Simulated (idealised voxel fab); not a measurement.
process module | voxel transistor to metal
cross-section cut | 140 nm wide | cells 5 nm
A cross-section is a grid of square cells, given in bands from the top down. A band is one or more rows of cells.
Each band's line starts with the height of the band's top and of its bottom, in nm. Then come its materials from left to right, each with its width in nm. One material with "throughout" fills the band from edge to edge. "air" is empty space.
Height 0 is the level under which the wafer as received is all one material. The lowest band goes on downwards, as in "0 down".
A width such as "30 to 40" changes by the same amount from each row of cells to the next, from the band's top row to its bottom row.
"no change" after a step means that no cell of the cross-section changed.
closed voids: empty space of 8 cells or more with no open way to the top, each as width x height at its distance from the left edge, in nm
after a step's settings: what the simulator itself notes on the step
overlay nm, on a step with a mask: how far to the right of its planned place the mask lay; to the left if negative
Each pair below shows a cross-section before one step and the cross-section after it, down to the lowest band that changed. The line under each pair gives the step between them, with its settings. The pairs can come from different runs of this module on the same starting wafer, so a pair continues from the pair above only where its "before" says so.
before
  50 to 35: air 60 | aC 20 | air 60
  35 to 25: air 60 | SiCN 20 | air 60
  25 to 20: polySi 20 | air 40 | SiCN 20 | air 40 | polySi 20
  20 to 5: polySi throughout
  5 to 0: SiO2 20 | polySi 100 | SiO2 20
  0 to -5: SiO2 throughout
  -5 to -40: SiO2 25 | Si 90 | SiO2 25
  -40 down: Si throughout
  closed voids: none
after
  50 to 35: air 60 | aC 20 | air 60
  35 to 20: air 60 | SiCN 20 | air 60
  20 to 5: air 60 | polySi 20 | air 60
  5 to 0: SiO2 20 | air 40 | polySi 20 | air 40 | SiO2 20
  below 0: unchanged
  closed voids: none
the step between: op DIRECTIONAL_ETCH | etch materials polySi | depth nm 30
before: the cross-section after the pair above
after
  35 to 20: air 60 | SiCN 20 | air 60
  below 20: unchanged
  closed voids: none
the step between: op STRIP | etch materials aC
before: the cross-section after the pair above
after
  45 to 35: air 50 | SiN 40 | air 50
  35 to 20: air 50 | SiN 10 | SiCN 20 | SiN 10 | air 50
  20 to 15: air 50 | SiN 10 | polySi 20 | SiN 10 | air 50
  15 to 10: SiN 30 | air 20 | SiN 10 | polySi 20 | SiN 10 | air 20 | SiN 30
  10 to 5: SiN 60 | polySi 20 | SiN 60
  5 to 0: SiO2 20 | SiN 40 | polySi 20 | SiN 40 | SiO2 20
  below 0: unchanged
  closed voids: none
the step between: op CONFORMAL_DEP | material SiN | thk nm 10
before: the cross-section after the pair above
after
  35 to 20: air 50 | SiN 10 | SiCN 20 | SiN 10 | air 50
  20 to 5: air 50 | SiN 10 | polySi 20 | SiN 10 | air 50
  5 to 0: SiO2 20 | SiN 10 | air 20 | SiN 10 | polySi 20 | SiN 10 | air 20 | SiN 10 | SiO2 20
  below 0: unchanged
  closed voids: none
the step between: op DIRECTIONAL_ETCH | etch materials SiN | depth nm 10
before: the cross-section after the pair above
after
  35 to 20: air 50 | SiN 10 | SiCN 20 | SiN 10 | air 50
  20 to 5: air 50 | SiN 10 | polySi 20 | SiN 10 | air 50
  5 to 0: air 20 | SiN 10 | air 20 | SiN 10 | polySi 20 | SiN 10 | air 20 | SiN 10 | air 20
  0 to -5: SiO2 30 | air 20 | SiO2 40 | air 20 | SiO2 30
  below -5: unchanged
  closed voids: none
the step between: op DIRECTIONAL_ETCH | etch materials SiO2 | depth nm 5
before: the cross-section after the pair above
after
  35 to 20: air 50 | SiN 10 | SiCN 20 | SiN 10 | air 50
  20 to 5: air 50 | SiN 10 | polySi 20 | SiN 10 | air 50
  5 to 0: air 20 | SiN 10 | air 20 | SiN 10 | polySi 20 | SiN 10 | air 20 | SiN 10 | air 20
  0 to -5: SiO2 30 | air 20 | SiO2 40 | air 20 | SiO2 30
  -5 to -20: SiO2 25 | Si 5 | air 20 | Si 40 | air 20 | Si 5 | SiO2 25
  below -20: unchanged
  closed voids: none
the step between: op DIRECTIONAL_ETCH | etch materials Si | depth nm 15
before: the cross-section after the pair above
after
  35 to 20: air 50 | SiN 10 | SiCN 20 | SiN 10 | air 50
  20 to 10: air 50 | SiN 10 | polySi 20 | SiN 10 | air 50
  10 to 5: air 25 | nSi 25 | SiN 10 | polySi 20 | SiN 10 | nSi 25 | air 25
  5 to 0: air 20 | SiN 10 | nSi 20 | SiN 10 | polySi 20 | SiN 10 | nSi 20 | SiN 10 | air 20
  0 to -5: SiO2 30 | nSi 20 | SiO2 40 | nSi 20 | SiO2 30
  -5 to -20: SiO2 25 | Si 5 | nSi 20 | Si 40 | nSi 20 | Si 5 | SiO2 25
  below -20: unchanged
  closed voids: none
the step between: op EPI | material nSi | thk nm 15
before: the cross-section after the pair above
after
  45 to 35: SiO2 throughout
  35 to 20: SiO2 50 | SiN 10 | SiCN 20 | SiN 10 | SiO2 50
  20 to 10: SiO2 50 | SiN 10 | polySi 20 | SiN 10 | SiO2 50
  10 to 5: SiO2 25 | nSi 25 | SiN 10 | polySi 20 | SiN 10 | nSi 25 | SiO2 25
  5 to 0: SiO2 20 | SiN 10 | nSi 20 | SiN 10 | polySi 20 | SiN 10 | nSi 20 | SiN 10 | SiO2 20
  below 0: unchanged
  closed voids: none
the step between: op FILL_DEP | material SiO2 | thk nm 10
before: the cross-section after the pair above
after
  30 to 20: SiO2 50 | SiN 10 | SiCN 20 | SiN 10 | SiO2 50
  below 20: unchanged
  closed voids: none
the step between: op CMP | height nm 30
before: the cross-section after the pair above
after
  40 to 30: SiO2 throughout
  below 30: unchanged
  closed voids: none
the step between: op DIRECTIONAL_DEP | material SiO2 | thk nm 10
before: the cross-section after the pair above
after
  55 to 40: aC throughout
  below 40: unchanged
  closed voids: none
the step between: op DIRECTIONAL_DEP | material aC | thk nm 15
before: the cross-section after the pair above
after
  90 to 55: resist 30 | air 25 | resist 30 | air 25 | resist 30
  below 55: unchanged
  closed voids: none
the step between: op PATTERN | tone open | mask id CONTACT | material resist | width nm 25 | pitch nm 55 | thk nm 35 | overlay nm 0
before: the cross-section after the pair above
after
  75 to 55: resist 30 | air 25 | resist 30 | air 25 | resist 30
  55 to 40: aC 30 | air 25 | aC 30 | air 25 | aC 30
  below 40: unchanged
  closed voids: none
the step between: op DIRECTIONAL_ETCH | etch materials aC | depth nm 15
before: the cross-section after the pair above
after
  55 to 40: aC 30 | air 25 | aC 30 | air 25 | aC 30
  below 40: unchanged
  closed voids: none
the step between: op STRIP | etch materials resist
before: the cross-section after the pair above
after
  55 to 40: aC 30 | air 25 | aC 30 | air 25 | aC 30
  40 to 30: SiO2 30 | air 25 | SiO2 30 | air 25 | SiO2 30
  30 to 20: SiO2 30 | air 20 | SiN 10 | SiCN 20 | SiN 10 | air 20 | SiO2 30
  20 to 10: SiO2 30 | air 20 | SiN 10 | polySi 20 | SiN 10 | air 20 | SiO2 30
  below 10: unchanged
  closed voids: none
the step between: op DIRECTIONAL_ETCH | etch materials SiO2 | depth nm 50
before: the cross-section after the pair above
after
  40 to 30: SiO2 30 | air 25 | SiO2 30 | air 25 | SiO2 30
  below 30: unchanged
  closed voids: none
the step between: op STRIP | etch materials aC
before: the cross-section after the pair above
after
  45 to 40: TiN 35 | air 15 | TiN 40 | air 15 | TiN 35
  40 to 30: SiO2 30 | TiN 5 | air 15 to 10 | TiN 5 to 10 | SiO2 30 | TiN 5 to 10 | air 15 to 10 | TiN 5 | SiO2 30
  30 to 20: SiO2 30 | TiN 5 | air 10 | TiN 5 | SiN 10 | SiCN 20 | SiN 10 | TiN 5 | air 10 | TiN 5 | SiO2 30
  20 to 15: SiO2 30 | TiN 5 | air 10 | TiN 5 | SiN 10 | polySi 20 | SiN 10 | TiN 5 | air 10 | TiN 5 | SiO2 30
  15 to 10: SiO2 30 | TiN 20 | SiN 10 | polySi 20 | SiN 10 | TiN 20 | SiO2 30
  below 10: unchanged
  closed voids: none
the step between: op CONFORMAL_DEP | material TiN | thk nm 5
before: the cross-section after the pair above
after
  55 to 45: W throughout
  45 to 40: TiN 35 | W 15 | TiN 40 | W 15 | TiN 35
  40 to 30: SiO2 30 | TiN 5 | W 15 to 10 | TiN 5 to 10 | SiO2 30 | TiN 5 to 10 | W 15 to 10 | TiN 5 | SiO2 30
  30 to 20: SiO2 30 | TiN 5 | W 10 | TiN 5 | SiN 10 | SiCN 20 | SiN 10 | TiN 5 | W 10 | TiN 5 | SiO2 30
  20 to 15: SiO2 30 | TiN 5 | W 10 | TiN 5 | SiN 10 | polySi 20 | SiN 10 | TiN 5 | W 10 | TiN 5 | SiO2 30
  below 15: unchanged
  closed voids: none
the step between: op FILL_DEP | material W | thk nm 10
before: the cross-section after the pair above
after
  40 to 30: SiO2 30 | TiN 5 | W 15 to 10 | TiN 5 to 10 | SiO2 30 | TiN 5 to 10 | W 15 to 10 | TiN 5 | SiO2 30
  below 30: unchanged
  closed voids: none
the step between: op CMP | height nm 40
before: the cross-section after the pair above
after
  45 to 40: SiN throughout
  below 40: unchanged
  closed voids: none
the step between: op CONFORMAL_DEP | material SiN | thk nm 5
before: the cross-section after the pair above
after
  70 to 45: SiO2 throughout
  below 45: unchanged
  closed voids: none
the step between: op DIRECTIONAL_DEP | material SiO2 | thk nm 25
before: the cross-section after the pair above
after
  70 to 45: SiO2 30 | air 15 | SiO2 50 | air 15 | SiO2 30
  below 45: unchanged
  closed voids: none
the step between: op MASKED_ETCH | tone open | mask id METAL_1 | width nm 15 | pitch nm 65 | etch materials SiO2 | depth nm 25 | overlay nm 0
before: the cross-section after the pair above
after
  70 to 45: SiO2 30 | air 15 | SiO2 50 | air 15 | SiO2 30
  45 to 40: SiN 30 | air 15 | SiN 50 | air 15 | SiN 30
  below 40: unchanged
  closed voids: none
the step between: op MASKED_ETCH | tone open | mask id METAL_1 | width nm 15 | pitch nm 65 | etch materials SiN | depth nm 5 | overlay nm 0
before: the cross-section after the pair above
after
  75 to 70: TiN 35 | air 5 | TiN 60 | air 5 | TiN 35
  70 to 45: SiO2 30 | TiN 5 | air 5 | TiN 5 | SiO2 50 | TiN 5 | air 5 | TiN 5 | SiO2 30
  45 to 40: SiN 30 | TiN 15 | SiN 50 | TiN 15 | SiN 30
  below 40: unchanged
  closed voids: none
the step between: op CONFORMAL_DEP | material TiN | thk nm 5
before: the cross-section after the pair above
after
  85 to 75: Ru throughout
  75 to 70: TiN 35 | Ru 5 | TiN 60 | Ru 5 | TiN 35
  70 to 45: SiO2 30 | TiN 5 | Ru 5 | TiN 5 | SiO2 50 | TiN 5 | Ru 5 | TiN 5 | SiO2 30
  below 45: unchanged
  closed voids: none
the step between: op FILL_DEP | material Ru | thk nm 10
before: the cross-section after the pair above
after
  70 to 45: SiO2 30 | TiN 5 | Ru 5 | TiN 5 | SiO2 50 | TiN 5 | Ru 5 | TiN 5 | SiO2 30
  below 45: unchanged
  closed voids: none
the step between: op CMP | height nm 70
before: the cross-section after the pair above
after
  75 to 70: SiCN throughout
  below 70: unchanged
  closed voids: none
the step between: op CONFORMAL_DEP | material SiCN | thk nm 5
before: the cross-section after the pair above
after
  100 to 75: lowk throughout
  below 75: unchanged
  closed voids: none
the step between: op DIRECTIONAL_DEP | material lowk | thk nm 25
before: the cross-section after the pair above
after
  115 to 100: resist 30 | air 15 | resist 50 | air 15 | resist 30
  below 100: unchanged
  closed voids: none
the step between: op PATTERN | tone open | mask id METAL_2 | material resist | width nm 15 | pitch nm 65 | thk nm 15 | overlay nm 0
before: the cross-section after the pair above
after
  115 to 100: resist 30 | air 15 | resist 50 | air 15 | resist 30
  100 to 85: lowk 30 | air 15 | lowk 50 | air 15 | lowk 30
  below 85: unchanged
  closed voids: none
the step between: op DIRECTIONAL_ETCH | etch materials lowk | depth nm 15
before: the cross-section after the pair above
after
  100 to 85: lowk 30 | air 15 | lowk 50 | air 15 | lowk 30
  below 85: unchanged
  closed voids: none
the step between: op STRIP | etch materials resist
before: the cross-section after the pair above
after
  120 to 100: resist 30 | air 15 | resist 50 | air 15 | resist 30
  below 100: unchanged
  closed voids: none
the step between: op PATTERN | tone open | mask id METAL_2_HOLES | material resist | width nm 15 | pitch nm 65 | thk nm 20 | overlay nm 0
before: the cross-section after the pair above
after
  120 to 100: resist 30 | air 15 | resist 50 | air 15 | resist 30
  100 to 75: lowk 30 | air 15 | lowk 50 | air 15 | lowk 30
  below 75: unchanged
  closed voids: none
the step between: op DIRECTIONAL_ETCH | etch materials lowk | depth nm 10
before: the cross-section after the pair above
after
  120 to 100: resist 30 | air 15 | resist 50 | air 15 | resist 30
  100 to 75: lowk 30 | air 15 | lowk 50 | air 15 | lowk 30
  75 to 70: SiCN 30 | air 15 | SiCN 50 | air 15 | SiCN 30
  below 70: unchanged
  closed voids: none
the step between: op DIRECTIONAL_ETCH | etch materials SiCN | depth nm 5
before: the cross-section after the pair above
after
  100 to 75: lowk 30 | air 15 | lowk 50 | air 15 | lowk 30
  below 75: unchanged
  closed voids: none
the step between: op STRIP | etch materials resist
before: the cross-section after the pair above
after
  105 to 100: TiN 35 | air 5 | TiN 60 | air 5 | TiN 35
  100 to 75: lowk 30 | TiN 5 | air 5 | TiN 5 | lowk 50 | TiN 5 | air 5 | TiN 5 | lowk 30
  75 to 70: SiCN 30 | TiN 15 | SiCN 50 | TiN 15 | SiCN 30
  below 70: unchanged
  closed voids: none
the step between: op CONFORMAL_DEP | material TiN | thk nm 5
before: the cross-section after the pair above
after
  115 to 105: Cu throughout
  105 to 100: TiN 35 | Cu 5 | TiN 60 | Cu 5 | TiN 35
  100 to 75: lowk 30 | TiN 5 | Cu 5 | TiN 5 | lowk 50 | TiN 5 | Cu 5 | TiN 5 | lowk 30
  below 75: unchanged
  closed voids: none
the step between: op FILL_DEP | material Cu | thk nm 10
before: the cross-section after the pair above
after
  100 to 75: lowk 30 | TiN 5 | Cu 5 | TiN 5 | lowk 50 | TiN 5 | Cu 5 | TiN 5 | lowk 30
  below 75: unchanged
  closed voids: none
the step between: op CMP | height nm 100
before: the cross-section after the pair above
after
  105 to 100: SiN throughout
  below 100: unchanged
  closed voids: none
the step between: op CONFORMAL_DEP | material SiN | thk nm 5
before
  15 to 0: air 20 | SiN 100 | air 20
  0 to -5: air 20 | SiO2 100 | air 20
  -5 to -35: air 20 | Si 100 | air 20
  -35 down: Si throughout
  closed voids: none
after
  15 to 0: air 20 | SiN 100 | air 20
  0 to -5: air 20 | SiO2 100 | air 20
  -5 to -35: air 20 | SiO2 15 | Si 70 | SiO2 15 | air 20
  -35 to -50: SiO2 35 | Si 70 | SiO2 35
  below -50: unchanged
  closed voids: none
the step between: op OXIDIZE | depth nm 15
before: the cross-section after the pair above
after
  25 to 15: SiO2 throughout
  15 to 0: SiO2 20 | SiN 100 | SiO2 20
  0 to -5: SiO2 throughout
  -5 to -50: SiO2 35 | Si 70 | SiO2 35
  below -50: unchanged
  closed voids: none
the step between: op FILL_DEP | material SiO2 | thk nm 10
before: the cross-section after the pair above
after
  15 to 0: SiO2 20 | SiN 100 | SiO2 20
  below 0: unchanged
  closed voids: none
the step between: op CMP | height nm 15
before: the cross-section after the pair above
after
  15 to 10: air 20 | SiN 100 | air 20
  below 10: unchanged
  closed voids: none
the step between: op SELECTIVE_ETCH | etch materials SiO2 | depth nm 5
before: the cross-section after the pair above
after
  10 to 0: SiO2 20 | air 100 | SiO2 20
  below 0: unchanged
  closed voids: none
the step between: op STRIP | etch materials SiN
before: the cross-section after the pair above
after
  5 to -5: SiO2 15 | air 110 | SiO2 15
  below -5: unchanged
  closed voids: none
the step between: op SELECTIVE_ETCH | etch materials SiO2 | depth nm 5
before: the cross-section after the pair above
after
  5 to -5: SiO2 15 | air 110 | SiO2 15
  -5 to -10: SiO2 throughout
  below -10: unchanged
  closed voids: none
the step between: op OXIDIZE | depth nm 5
before: the cross-section after the pair above
after
  25 to 15: polySi 15 | air 110 | polySi 15
  15 to 5: polySi throughout
  5 to -5: SiO2 15 | polySi 110 | SiO2 15
  below -5: unchanged
  closed voids: none
the step between: op DIRECTIONAL_DEP | material polySi | thk nm 20
before: the cross-section after the pair above
after
  40 to 30: SiCN 15 | air 110 | SiCN 15
  30 to 25: SiCN throughout
  25 to 15: polySi 15 | SiCN 110 | polySi 15
  below 15: unchanged
  closed voids: none
the step between: op DIRECTIONAL_DEP | material SiCN | thk nm 15
before: the cross-section after the pair above
after
  55 to 45: aC 15 | air 110 | aC 15
  45 to 40: aC throughout
  40 to 30: SiCN 15 | aC 110 | SiCN 15
  below 30: unchanged
  closed voids: none
the step between: op DIRECTIONAL_DEP | material aC | thk nm 15
before: the cross-section after the pair above
after
  90 to 55: air 60 | resist 20 | air 60
  55 to 45: aC 15 | air 45 | resist 20 | air 45 | aC 15
  below 45: unchanged
  closed voids: none
the step between: op PATTERN | tone cover | mask id GATE | material resist | width nm 20 | thk nm 35 | overlay nm 0
before: the cross-section after the pair above
after
  75 to 45: air 60 | resist 20 | air 60
  45 to 40: air 60 | aC 20 | air 60
  40 to 30: SiCN 15 | air 45 | aC 20 | air 45 | SiCN 15
  below 30: unchanged
  closed voids: none
the step between: op DIRECTIONAL_ETCH | etch materials aC | depth nm 15
before: the cross-section after the pair above
after
  45 to 40: air 60 | aC 20 | air 60
  below 40: unchanged
  closed voids: none
the step between: op STRIP | etch materials resist
before: the cross-section after the pair above
after
  45 to 30: air 60 | aC 20 | air 60
  30 to 25: air 60 | SiCN 20 | air 60
  25 to 15: polySi 15 | air 45 | SiCN 20 | air 45 | polySi 15
  below 15: unchanged
  closed voids: none
the step between: op DIRECTIONAL_ETCH | etch materials SiCN | depth nm 25
before: the cross-section after the pair above
after
  45 to 30: air 60 | aC 20 | air 60
  30 to 15: air 60 | SiCN 20 | air 60
  15 to 5: air 60 | polySi 20 | air 60
  5 to -5: SiO2 15 | air 45 | polySi 20 | air 45 | SiO2 15
  below -5: unchanged
  closed voids: none
the step between: op DIRECTIONAL_ETCH | etch materials polySi | depth nm 30
before: the cross-section after the pair above
after
  30 to 15: air 60 | SiCN 20 | air 60
  below 15: unchanged
  closed voids: none
the step between: op STRIP | etch materials aC
before: the cross-section after the pair above
after
  40 to 30: air 50 | SiN 40 | air 50
  30 to 15: air 50 | SiN 10 | SiCN 20 | SiN 10 | air 50
  15 to 5: SiN 25 | air 25 | SiN 10 | polySi 20 | SiN 10 | air 25 | SiN 25
  5 to -5: SiO2 15 | SiN 45 | polySi 20 | SiN 45 | SiO2 15
  below -5: unchanged
  closed voids: none
the step between: op CONFORMAL_DEP | material SiN | thk nm 10
before: the cross-section after the pair above
after
  30 to 15: air 50 | SiN 10 | SiCN 20 | SiN 10 | air 50
  15 to 5: air 50 | SiN 10 | polySi 20 | SiN 10 | air 50
  5 to -5: SiO2 15 | SiN 10 | air 25 | SiN 10 | polySi 20 | SiN 10 | air 25 | SiN 10 | SiO2 15
  below -5: unchanged
  closed voids: none
the step between: op DIRECTIONAL_ETCH | etch materials SiN | depth nm 10
before: the cross-section after the pair above
after
  30 to 15: air 50 | SiN 10 | SiCN 20 | SiN 10 | air 50
  15 to 5: air 50 | SiN 10 | polySi 20 | SiN 10 | air 50
  5 to 0: air 15 | SiN 10 | air 25 | SiN 10 | polySi 20 | SiN 10 | air 25 | SiN 10 | air 15
  0 to -5: SiO2 15 | SiN 10 | air 25 | SiN 10 | polySi 20 | SiN 10 | air 25 | SiN 10 | SiO2 15
  -5 to -10: SiO2 25 | air 25 | SiO2 40 | air 25 | SiO2 25
  below -10: unchanged
  closed voids: none
the step between: op DIRECTIONAL_ETCH | etch materials SiO2 | depth nm 5
before: the cross-section after the pair above
after
  30 to 15: air 50 | SiN 10 | SiCN 20 | SiN 10 | air 50
  15 to 5: air 50 | SiN 10 | polySi 20 | SiN 10 | air 50
  5 to 0: air 15 | SiN 10 | air 25 | SiN 10 | polySi 20 | SiN 10 | air 25 | SiN 10 | air 15
  0 to -5: SiO2 15 | SiN 10 | air 25 | SiN 10 | polySi 20 | SiN 10 | air 25 | SiN 10 | SiO2 15
  -5 to -10: SiO2 25 | air 25 | SiO2 40 | air 25 | SiO2 25
  -10 to -25: SiO2 35 | air 15 | Si 40 | air 15 | SiO2 35
  below -25: unchanged
  closed voids: none
the step between: op DIRECTIONAL_ETCH | etch materials Si | depth nm 15
before: the cross-section after the pair above
after
  30 to 15: air 50 | SiN 10 | SiCN 20 | SiN 10 | air 50
  15 to 5: air 50 | SiN 10 | polySi 20 | SiN 10 | air 50
  5 to 0: air 15 | SiN 10 | air 10 | nSi 15 | SiN 10 | polySi 20 | SiN 10 | nSi 15 | air 10 | SiN 10 | air 15
  0 to -5: SiO2 15 | SiN 10 | air 10 | nSi 15 | SiN 10 | polySi 20 | SiN 10 | nSi 15 | air 10 | SiN 10 | SiO2 15
  -5 to -10: SiO2 25 | air 10 | nSi 15 | SiO2 40 | nSi 15 | air 10 | SiO2 25
  -10 to -25: SiO2 35 | nSi 15 | Si 40 | nSi 15 | SiO2 35
  below -25: unchanged
  closed voids: none
the step between: op EPI | material nSi | thk nm 15
before: the cross-section after the pair above
after
  40 to 30: SiO2 throughout
  30 to 15: SiO2 50 | SiN 10 | SiCN 20 | SiN 10 | SiO2 50
  15 to 5: SiO2 50 | SiN 10 | polySi 20 | SiN 10 | SiO2 50
  5 to -5: SiO2 15 | SiN 10 | SiO2 10 | nSi 15 | SiN 10 | polySi 20 | SiN 10 | nSi 15 | SiO2 10 | SiN 10 | SiO2 15
  -5 to -10: SiO2 35 | nSi 15 | SiO2 40 | nSi 15 | SiO2 35
  below -10: unchanged
  closed voids: none
the step between: op FILL_DEP | material SiO2 | thk nm 10
before: the cross-section after the pair above
after
  30 to 15: SiO2 50 | SiN 10 | SiCN 20 | SiN 10 | SiO2 50
  below 15: unchanged
  closed voids: none
the step between: op CMP | height nm 30
before: the cross-section after the pair above
after
  40 to 30: SiO2 throughout
  below 30: unchanged
  closed voids: none
the step between: op DIRECTIONAL_DEP | material SiO2 | thk nm 10
before: the cross-section after the pair above
after
  55 to 40: aC throughout
  below 40: unchanged
  closed voids: none
the step between: op DIRECTIONAL_DEP | material aC | thk nm 15
before: the cross-section after the pair above
after
  90 to 55: resist 30 | air 25 | resist 30 | air 25 | resist 30
  below 55: unchanged
  closed voids: none
the step between: op PATTERN | tone open | mask id CONTACT | material resist | width nm 25 | pitch nm 55 | thk nm 35 | overlay nm 0
before: the cross-section after the pair above
after
  75 to 55: resist 30 | air 25 | resist 30 | air 25 | resist 30
  55 to 40: aC 30 | air 25 | aC 30 | air 25 | aC 30
  below 40: unchanged
  closed voids: none
the step between: op DIRECTIONAL_ETCH | etch materials aC | depth nm 15
before: the cross-section after the pair above
after
  55 to 40: aC 30 | air 25 | aC 30 | air 25 | aC 30
  below 40: unchanged
  closed voids: none
the step between: op STRIP | etch materials resist
before: the cross-section after the pair above
after
  55 to 40: aC 30 | air 25 | aC 30 | air 25 | aC 30
  40 to 30: SiO2 30 | air 25 | SiO2 30 | air 25 | SiO2 30
  30 to 15: SiO2 30 | air 20 | SiN 10 | SiCN 20 | SiN 10 | air 20 | SiO2 30
  15 to 5: SiO2 30 | air 20 | SiN 10 | polySi 20 | SiN 10 | air 20 | SiO2 30
  5 to -5: SiO2 15 | SiN 10 | SiO2 5 | air 5 | nSi 15 | SiN 10 | polySi 20 | SiN 10 | nSi 15 | air 5 | SiO2 5 | SiN 10 | SiO2 15
  -5 to -10: SiO2 30 | air 5 | nSi 15 | SiO2 40 | nSi 15 | air 5 | SiO2 30
  below -10: unchanged
  closed voids: none
the step between: op DIRECTIONAL_ETCH | etch materials SiO2 | depth nm 50
before: the cross-section after the pair above
after
  40 to 30: SiO2 30 | air 25 | SiO2 30 | air 25 | SiO2 30
  below 30: unchanged
  closed voids: none
the step between: op STRIP | etch materials aC
before: the cross-section after the pair above
after
  45 to 40: TiN 35 | air 15 | TiN 40 | air 15 | TiN 35
  40 to 30: SiO2 30 | TiN 5 | air 15 to 10 | TiN 5 to 10 | SiO2 30 | TiN 5 to 10 | air 15 to 10 | TiN 5 | SiO2 30
  30 to 15: SiO2 30 | TiN 5 | air 10 | TiN 5 | SiN 10 | SiCN 20 | SiN 10 | TiN 5 | air 10 | TiN 5 | SiO2 30
  15 to 10: SiO2 30 | TiN 5 | air 10 | TiN 5 | SiN 10 | polySi 20 | SiN 10 | TiN 5 | air 10 | TiN 5 | SiO2 30
  10 to 5: SiO2 30 | TiN 20 | SiN 10 | polySi 20 | SiN 10 | TiN 20 | SiO2 30
  5 to -5: SiO2 15 | SiN 10 | SiO2 5 | TiN 5 | nSi 15 | SiN 10 | polySi 20 | SiN 10 | nSi 15 | TiN 5 | SiO2 5 | SiN 10 | SiO2 15
  -5 to -10: SiO2 30 | TiN 5 | nSi 15 | SiO2 40 | nSi 15 | TiN 5 | SiO2 30
  below -10: unchanged
  closed voids: none
the step between: op CONFORMAL_DEP | material TiN | thk nm 5
before: the cross-section after the pair above
after
  55 to 45: W throughout
  45 to 40: TiN 35 | W 15 | TiN 40 | W 15 | TiN 35
  40 to 30: SiO2 30 | TiN 5 | W 15 to 10 | TiN 5 to 10 | SiO2 30 | TiN 5 to 10 | W 15 to 10 | TiN 5 | SiO2 30
  30 to 15: SiO2 30 | TiN 5 | W 10 | TiN 5 | SiN 10 | SiCN 20 | SiN 10 | TiN 5 | W 10 | TiN 5 | SiO2 30
  15 to 10: SiO2 30 | TiN 5 | W 10 | TiN 5 | SiN 10 | polySi 20 | SiN 10 | TiN 5 | W 10 | TiN 5 | SiO2 30
  below 10: unchanged
  closed voids: none
the step between: op FILL_DEP | material W | thk nm 10
before: the cross-section after the pair above
after
  40 to 30: SiO2 30 | TiN 5 | W 15 to 10 | TiN 5 to 10 | SiO2 30 | TiN 5 to 10 | W 15 to 10 | TiN 5 | SiO2 30
  below 30: unchanged
  closed voids: none
the step between: op CMP | height nm 40
before: the cross-section after the pair above
after
  45 to 40: SiN throughout
  below 40: unchanged
  closed voids: none
the step between: op CONFORMAL_DEP | material SiN | thk nm 5
before: the cross-section after the pair above
after
  70 to 45: SiO2 throughout
  below 45: unchanged
  closed voids: none
the step between: op DIRECTIONAL_DEP | material SiO2 | thk nm 25
before: the cross-section after the pair above
after
  70 to 45: SiO2 30 | air 15 | SiO2 50 | air 15 | SiO2 30
  below 45: unchanged
  closed voids: none
the step between: op MASKED_ETCH | tone open | mask id METAL_1 | width nm 15 | pitch nm 65 | etch materials SiO2 | depth nm 25 | overlay nm 0
before: the cross-section after the pair above
after
  70 to 45: SiO2 30 | air 15 | SiO2 50 | air 15 | SiO2 30
  45 to 40: SiN 30 | air 15 | SiN 50 | air 15 | SiN 30
  below 40: unchanged
  closed voids: none
the step between: op MASKED_ETCH | tone open | mask id METAL_1 | width nm 15 | pitch nm 65 | etch materials SiN | depth nm 5 | overlay nm 0
before: the cross-section after the pair above
after
  75 to 70: TiN 35 | air 5 | TiN 60 | air 5 | TiN 35
  70 to 45: SiO2 30 | TiN 5 | air 5 | TiN 5 | SiO2 50 | TiN 5 | air 5 | TiN 5 | SiO2 30
  45 to 40: SiN 30 | TiN 15 | SiN 50 | TiN 15 | SiN 30
  below 40: unchanged
  closed voids: none
the step between: op CONFORMAL_DEP | material TiN | thk nm 5
before: the cross-section after the pair above
after
  85 to 75: Ru throughout
  75 to 70: TiN 35 | Ru 5 | TiN 60 | Ru 5 | TiN 35
  70 to 45: SiO2 30 | TiN 5 | Ru 5 | TiN 5 | SiO2 50 | TiN 5 | Ru 5 | TiN 5 | SiO2 30
  below 45: unchanged
  closed voids: none
the step between: op FILL_DEP | material Ru | thk nm 10
before: the cross-section after the pair above
after
  70 to 45: SiO2 30 | TiN 5 | Ru 5 | TiN 5 | SiO2 50 | TiN 5 | Ru 5 | TiN 5 | SiO2 30
  below 45: unchanged
  closed voids: none
the step between: op CMP | height nm 70
before: the cross-section after the pair above
after
  75 to 70: SiCN throughout
  below 70: unchanged
  closed voids: none
the step between: op CONFORMAL_DEP | material SiCN | thk nm 5
before: the cross-section after the pair above
after
  100 to 75: lowk throughout
  below 75: unchanged
  closed voids: none
the step between: op DIRECTIONAL_DEP | material lowk | thk nm 25
before: the cross-section after the pair above
after
  115 to 100: resist 30 | air 15 | resist 50 | air 15 | resist 30
  below 100: unchanged
  closed voids: none
the step between: op PATTERN | tone open | mask id METAL_2 | material resist | width nm 15 | pitch nm 65 | thk nm 15 | overlay nm 0
before: the cross-section after the pair above
after
  115 to 100: resist 30 | air 15 | resist 50 | air 15 | resist 30
  100 to 85: lowk 30 | air 15 | lowk 50 | air 15 | lowk 30
  below 85: unchanged
  closed voids: none
the step between: op DIRECTIONAL_ETCH | etch materials lowk | depth nm 15
before: the cross-section after the pair above
after
  100 to 85: lowk 30 | air 15 | lowk 50 | air 15 | lowk 30
  below 85: unchanged
  closed voids: none
the step between: op STRIP | etch materials resist
before: the cross-section after the pair above
after
  120 to 100: resist 30 | air 15 | resist 50 | air 15 | resist 30
  below 100: unchanged
  closed voids: none
the step between: op PATTERN | tone open | mask id METAL_2_HOLES | material resist | width nm 15 | pitch nm 65 | thk nm 20 | overlay nm 0
before: the cross-section after the pair above
after
  120 to 100: resist 30 | air 15 | resist 50 | air 15 | resist 30
  100 to 75: lowk 30 | air 15 | lowk 50 | air 15 | lowk 30
  below 75: unchanged
  closed voids: none
the step between: op DIRECTIONAL_ETCH | etch materials lowk | depth nm 10
before: the cross-section after the pair above
after
  120 to 100: resist 30 | air 15 | resist 50 | air 15 | resist 30
  100 to 75: lowk 30 | air 15 | lowk 50 | air 15 | lowk 30
  75 to 70: SiCN 30 | air 15 | SiCN 50 | air 15 | SiCN 30
  below 70: unchanged
  closed voids: none
the step between: op DIRECTIONAL_ETCH | etch materials SiCN | depth nm 5
before: the cross-section after the pair above
after
  100 to 75: lowk 30 | air 15 | lowk 50 | air 15 | lowk 30
  below 75: unchanged
  closed voids: none
the step between: op STRIP | etch materials resist
before: the cross-section after the pair above
after
  105 to 100: TiN 35 | air 5 | TiN 60 | air 5 | TiN 35
  100 to 75: lowk 30 | TiN 5 | air 5 | TiN 5 | lowk 50 | TiN 5 | air 5 | TiN 5 | lowk 30
  75 to 70: SiCN 30 | TiN 15 | SiCN 50 | TiN 15 | SiCN 30
  below 70: unchanged
  closed voids: none
the step between: op CONFORMAL_DEP | material TiN | thk nm 5
